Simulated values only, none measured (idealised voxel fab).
Process module in this document: voxel self aligned vias
Square cell edge 5 nm, section width 225 nm, ID cut.
The cross-sections in this document take the form of a grid made of square cells. They are written out as bands, in order from top to bottom. Each band consists of one or more rows of cells.
Quick guide to a band line: top height, bottom height (nm) up front; then every material left to right with its width in nm. Only one material and it's marked "edge to edge"? Then it fills the band edge to edge. And "air" just means empty space.
Heights are measured from 0, the level below which the as-received wafer is all one material; the lowest band has no bottom and continues downward, written as in "0 down".
The expression "30 to 40" gives the width at the extremes of the band, the first number at its top row of cells and the second at its bottom row, with the width changing by equal amounts from each row to the next in between.
It should be understood that the words "nothing was modified", when stated for a given step, signify that the cross-section underwent no change in any of its cells during that step.
The list in "Closed void listing" covers empty spaces of 8 cells or more that cannot reach the top through any open way, and it gives each as width x height at distance; the distance is from the left edge, and width, height and distance are in nm.
It should be noted that, on the line of a given step, the content following the step's settings is a remark produced by the simulator itself with respect to that step.
Among the settings permitted on a step's line is "overlay nm"; applied to a step with a mask, it specifies the extent to which the mask lay to the right of its planned position, whereas a negative figure signifies a position to the left.

### The following list gives the planned process steps
1) RECEIVE,material Si
2) CONFORMAL_DEP,material SiO2,thk nm 15
3) CONFORMAL_DEP,material SiCN,thk nm 5
4) DIRECTIONAL_DEP,material SiO2,thk nm 20
5) DIRECTIONAL_DEP,material aC,thk nm 10
6) PATTERN,tone open,mask id LINES,material resist,width nm 20,pitch nm 45,thk nm 30,overlay nm 0
7) DIRECTIONAL_ETCH,etch materials aC,depth nm 10
8) STRIP,etch materials resist
9) DIRECTIONAL_ETCH,etch materials SiO2,depth nm 20
10) STRIP,etch materials aC
11) CONFORMAL_DEP,material TiN,thk nm 5
12) FILL_DEP,material Ru,thk nm 5
13) CMP,height nm 40
14) SELECTIVE_ETCH,etch materials W Ru TiN,depth nm 10
15) FILL_DEP,material SiN,thk nm 10
16) CMP,height nm 40
17) DIRECTIONAL_DEP,material SiO2,thk nm 20
18) MASKED_ETCH,tone open,mask id VIAS,width nm 30,pitch nm 90,etch materials SiO2,depth nm 20,overlay nm 0
19) MASKED_ETCH,tone open,mask id VIAS,width nm 30,pitch nm 90,etch materials SiN,depth nm 10,overlay nm 0
20) CONFORMAL_DEP,material TiN,thk nm 5
21) FILL_DEP,material W,thk nm 10
22) CMP,height nm 60
23) CONFORMAL_DEP,material SiCN,thk nm 5

### Wafer, first of two, run as planned

### Incoming wafer, cross-sectional view, post step 1
    0 down: Si edge to edge
    Closed void listing: none

### Cross-section of the wafer after step 2
    15 to 0: SiO2 edge to edge
    All layers under 0 are left as they were.

### Cross-section of the wafer after step 3
    20 to 15: SiCN edge to edge
    All layers under 15 are left as they were.

### Cross-section of the wafer after step 4
    40 to 20: SiO2 edge to edge
    All layers under 20 are left as they were.

### Cross-section of the wafer after step 5
    50 to 40: aC edge to edge
    All layers under 40 are left as they were.

### Cross-section of the wafer after step 6
    80 to 50: resist=55, then air=20, then resist=25, then air=20, then resist=25, then air=20, then resist=60
    All layers under 50 are left as they were.

### Cross-section of the wafer after step 7
    70 to 50: resist=55, then air=20, then resist=25, then air=20, then resist=25, then air=20, then resist=60
    50 to 40: aC=55, then air=20, then aC=25, then air=20, then aC=25, then air=20, then aC=60
    All layers under 40 are left as they were.

### Cross-section of the wafer after step 8
    50 to 40: aC=55, then air=20, then aC=25, then air=20, then aC=25, then air=20, then aC=60
    All layers under 40 are left as they were.

### Cross-section of the wafer after step 9
    50 to 40: aC=55, then air=20, then aC=25, then air=20, then aC=25, then air=20, then aC=60
    40 to 20: SiO2=55, then air=20, then SiO2=25, then air=20, then SiO2=25, then air=20, then SiO2=60
    All layers under 20 are left as they were.

### Cross-section of the wafer after step 10
    40 to 20: SiO2=55, then air=20, then SiO2=25, then air=20, then SiO2=25, then air=20, then SiO2=60
    All layers under 20 are left as they were.

### Cross-section of the wafer after step 11
    45 to 40: TiN=60, then air=10, then TiN=35, then air=10, then TiN=35, then air=10, then TiN=65
    40 to 25: SiO2=55, then TiN=5, then air=10, then TiN=5, then SiO2=25, then TiN=5, then air=10, then TiN=5, then SiO2=25, then TiN=5, then air=10, then TiN=5, then SiO2=60
    25 to 20: SiO2=55, then TiN=20, then SiO2=25, then TiN=20, then SiO2=25, then TiN=20, then SiO2=60
    All layers under 20 are left as they were.

### Cross-section of the wafer after step 12
    50 to 45: Ru edge to edge
    45 to 40: TiN=60, then Ru=10, then TiN=35, then Ru=10, then TiN=35, then Ru=10, then TiN=65
    40 to 25: SiO2=55, then TiN=5, then Ru=10, then TiN=5, then SiO2=25, then TiN=5, then Ru=10, then TiN=5, then SiO2=25, then TiN=5, then Ru=10, then TiN=5, then SiO2=60
    All layers under 25 are left as they were.

### Cross-section of the wafer after step 13
    40 to 25: SiO2=55, then TiN=5, then Ru=10, then TiN=5, then SiO2=25, then TiN=5, then Ru=10, then TiN=5, then SiO2=25, then TiN=5, then Ru=10, then TiN=5, then SiO2=60
    All layers under 25 are left as they were.

### Cross-section of the wafer after step 14
    40 to 30: SiO2=55, then air=20, then SiO2=25, then air=20, then SiO2=25, then air=20, then SiO2=60
    All layers under 30 are left as they were.

### Cross-section of the wafer after step 15
    50 to 40: SiN edge to edge
    40 to 30: SiO2=55, then SiN=20, then SiO2=25, then SiN=20, then SiO2=25, then SiN=20, then SiO2=60
    All layers under 30 are left as they were.

### Cross-section of the wafer after step 16
    40 to 30: SiO2=55, then SiN=20, then SiO2=25, then SiN=20, then SiO2=25, then SiN=20, then SiO2=60
    All layers under 30 are left as they were.

### Cross-section of the wafer after step 17
    60 to 40: SiO2 edge to edge
    All layers under 40 are left as they were.

### Cross-section of the wafer after step 18
    60 to 40: SiO2=50, then air=30, then SiO2=60, then air=30, then SiO2=55
    All layers under 40 are left as they were.

### Cross-section of the wafer after step 19
    60 to 40: SiO2=50, then air=30, then SiO2=60, then air=30, then SiO2=55
    40 to 30: SiO2=55, then air=20, then SiO2=25, then SiN=20, then SiO2=25, then air=20, then SiO2=60
    All layers under 30 are left as they were.

### Cross-section of the wafer after step 20
    65 to 60: TiN=55, then air=20, then TiN=70, then air=20, then TiN=60
    60 to 45: SiO2=50, then TiN=5, then air=20, then TiN=5, then SiO2=60, then TiN=5, then air=20, then TiN=5, then SiO2=55
    45 to 40: SiO2=50, then TiN=10, then air=10, then TiN=10, then SiO2=60, then TiN=10, then air=10, then TiN=10, then SiO2=55
    40 to 35: SiO2=55, then TiN=5, then air=10, then TiN=5, then SiO2=25, then SiN=20, then SiO2=25, then TiN=5, then air=10, then TiN=5, then SiO2=60
    35 to 30: SiO2=55, then TiN=20, then SiO2=25, then SiN=20, then SiO2=25, then TiN=20, then SiO2=60
    All layers under 30 are left as they were.

### Cross-section of the wafer after step 21
    75 to 65: W edge to edge
    65 to 60: TiN=55, then W=20, then TiN=70, then W=20, then TiN=60
    60 to 45: SiO2=50, then TiN=5, then W=20, then TiN=5, then SiO2=60, then TiN=5, then W=20, then TiN=5, then SiO2=55
    45 to 40: SiO2=50, then TiN=10, then W=10, then TiN=10, then SiO2=60, then TiN=10, then W=10, then TiN=10, then SiO2=55
    40 to 35: SiO2=55, then TiN=5, then W=10, then TiN=5, then SiO2=25, then SiN=20, then SiO2=25, then TiN=5, then W=10, then TiN=5, then SiO2=60
    All layers under 35 are left as they were.

### Cross-section of the wafer after step 22
    60 to 45: SiO2=50, then TiN=5, then W=20, then TiN=5, then SiO2=60, then TiN=5, then W=20, then TiN=5, then SiO2=55
    All layers under 45 are left as they were.

### Cross-section of the wafer after step 23
    65 to 60: SiCN edge to edge
    All layers under 60 are left as they were.

### It is to be noted that the second wafer proceeded from the same initial state and according to the same plan as the first, although one mistake was committed in its execution; through step 5, inclusive, the two wafers share an identical history

### Second wafer, section view, time point: scheduled end of step 6
    80 to 50: resist=55, then air=25, then resist=20, then air=25, then resist=20, then air=25, then resist=55
    All layers under 50 are left as they were.

### Second wafer, section view, time point: scheduled end of step 7
    70 to 50: resist=55, then air=25, then resist=20, then air=25, then resist=20, then air=25, then resist=55
    50 to 40: aC=55, then air=25, then aC=20, then air=25, then aC=20, then air=25, then aC=55
    All layers under 40 are left as they were.

### Second wafer, section view, time point: scheduled end of step 8
    50 to 40: aC=55, then air=25, then aC=20, then air=25, then aC=20, then air=25, then aC=55
    All layers under 40 are left as they were.

### Second wafer, section view, time point: scheduled end of step 9
    50 to 40: aC=55, then air=25, then aC=20, then air=25, then aC=20, then air=25, then aC=55
    40 to 20: SiO2=55, then air=25, then SiO2=20, then air=25, then SiO2=20, then air=25, then SiO2=55
    All layers under 20 are left as they were.

### Second wafer, section view, time point: scheduled end of step 10
    40 to 20: SiO2=55, then air=25, then SiO2=20, then air=25, then SiO2=20, then air=25, then SiO2=55
    All layers under 20 are left as they were.

### Second wafer, section view, time point: scheduled end of step 11
    45 to 40: TiN=60, then air=15, then TiN=30, then air=15, then TiN=30, then air=15, then TiN=60
    40 to 25: SiO2=55, then TiN=5, then air=15, then TiN=5, then SiO2=20, then TiN=5, then air=15, then TiN=5, then SiO2=20, then TiN=5, then air=15, then TiN=5, then SiO2=55
    25 to 20: SiO2=55, then TiN=25, then SiO2=20, then TiN=25, then SiO2=20, then TiN=25, then SiO2=55
    All layers under 20 are left as they were.

### Second wafer, section view, time point: scheduled end of step 12
    50 to 45: Ru edge to edge
    45 to 40: TiN=60, then Ru=15, then TiN=30, then Ru=15, then TiN=30, then Ru=15, then TiN=60
    40 to 25: SiO2=55, then TiN=5, then Ru=15, then TiN=5, then SiO2=20, then TiN=5, then Ru=15, then TiN=5, then SiO2=20, then TiN=5, then Ru=15, then TiN=5, then SiO2=55
    All layers under 25 are left as they were.

### Second wafer, section view, time point: scheduled end of step 13
    40 to 25: SiO2=55, then TiN=5, then Ru=15, then TiN=5, then SiO2=20, then TiN=5, then Ru=15, then TiN=5, then SiO2=20, then TiN=5, then Ru=15, then TiN=5, then SiO2=55
    All layers under 25 are left as they were.

### Second wafer, section view, time point: scheduled end of step 14
    40 to 30: SiO2=55, then air=25, then SiO2=20, then air=25, then SiO2=20, then air=25, then SiO2=55
    All layers under 30 are left as they were.

### Second wafer, section view, time point: scheduled end of step 15
    50 to 40: SiN edge to edge
    40 to 30: SiO2=55, then SiN=25, then SiO2=20, then SiN=25, then SiO2=20, then SiN=25, then SiO2=55
    All layers under 30 are left as they were.

### Second wafer, section view, time point: scheduled end of step 16
    40 to 30: SiO2=55, then SiN=25, then SiO2=20, then SiN=25, then SiO2=20, then SiN=25, then SiO2=55
    All layers under 30 are left as they were.

### Second wafer, section view, time point: scheduled end of step 17
    60 to 40: SiO2 edge to edge
    All layers under 40 are left as they were.

### Second wafer, section view, time point: scheduled end of step 18
    60 to 40: SiO2=50, then air=30, then SiO2=60, then air=30, then SiO2=55
    All layers under 40 are left as they were.

### Second wafer, section view, time point: scheduled end of step 19
    60 to 40: SiO2=50, then air=30, then SiO2=60, then air=30, then SiO2=55
    40 to 30: SiO2=55, then air=25, then SiO2=20, then SiN=25, then SiO2=20, then air=25, then SiO2=55
    All layers under 30 are left as they were.

### Second wafer, section view, time point: scheduled end of step 20
    65 to 60: TiN=55, then air=20, then TiN=70, then air=20, then TiN=60
    60 to 45: SiO2=50, then TiN=5, then air=20, then TiN=5, then SiO2=60, then TiN=5, then air=20, then TiN=5, then SiO2=55
    45 to 40: SiO2=50, then TiN=10, then air=15, then TiN=5, then SiO2=60, then TiN=10, then air=15, then TiN=5, then SiO2=55
    40 to 35: SiO2=55, then TiN=5, then air=15, then TiN=5, then SiO2=20, then SiN=25, then SiO2=20, then TiN=5, then air=15, then TiN=5, then SiO2=55
    35 to 30: SiO2=55, then TiN=25, then SiO2=20, then SiN=25, then SiO2=20, then TiN=25, then SiO2=55
    All layers under 30 are left as they were.

### Second wafer, section view, time point: scheduled end of step 21
    75 to 65: W edge to edge
    65 to 60: TiN=55, then W=20, then TiN=70, then W=20, then TiN=60
    60 to 45: SiO2=50, then TiN=5, then W=20, then TiN=5, then SiO2=60, then TiN=5, then W=20, then TiN=5, then SiO2=55
    45 to 40: SiO2=50, then TiN=10, then W=15, then TiN=5, then SiO2=60, then TiN=10, then W=15, then TiN=5, then SiO2=55
    40 to 35: SiO2=55, then TiN=5, then W=15, then TiN=5, then SiO2=20, then SiN=25, then SiO2=20, then TiN=5, then W=15, then TiN=5, then SiO2=55
    All layers under 35 are left as they were.

### Second wafer, section view, time point: scheduled end of step 22
    60 to 45: SiO2=50, then TiN=5, then W=20, then TiN=5, then SiO2=60, then TiN=5, then W=20, then TiN=5, then SiO2=55
    All layers under 45 are left as they were.

### Second wafer, section view, time point: scheduled end of step 23
    65 to 60: SiCN edge to edge
    All layers under 60 are left as they were.
Processing error: step 6 went in with a setting other than planned; the actual run was PATTERN,tone open,mask id LINES,material resist,width nm 25,pitch nm 45,thk nm 30,overlay nm 0
Materials where the second wafer ends with more or fewer cells than the first: +3 Ru; +2 SiN; -12 SiO2; +3 TiN; +4 W
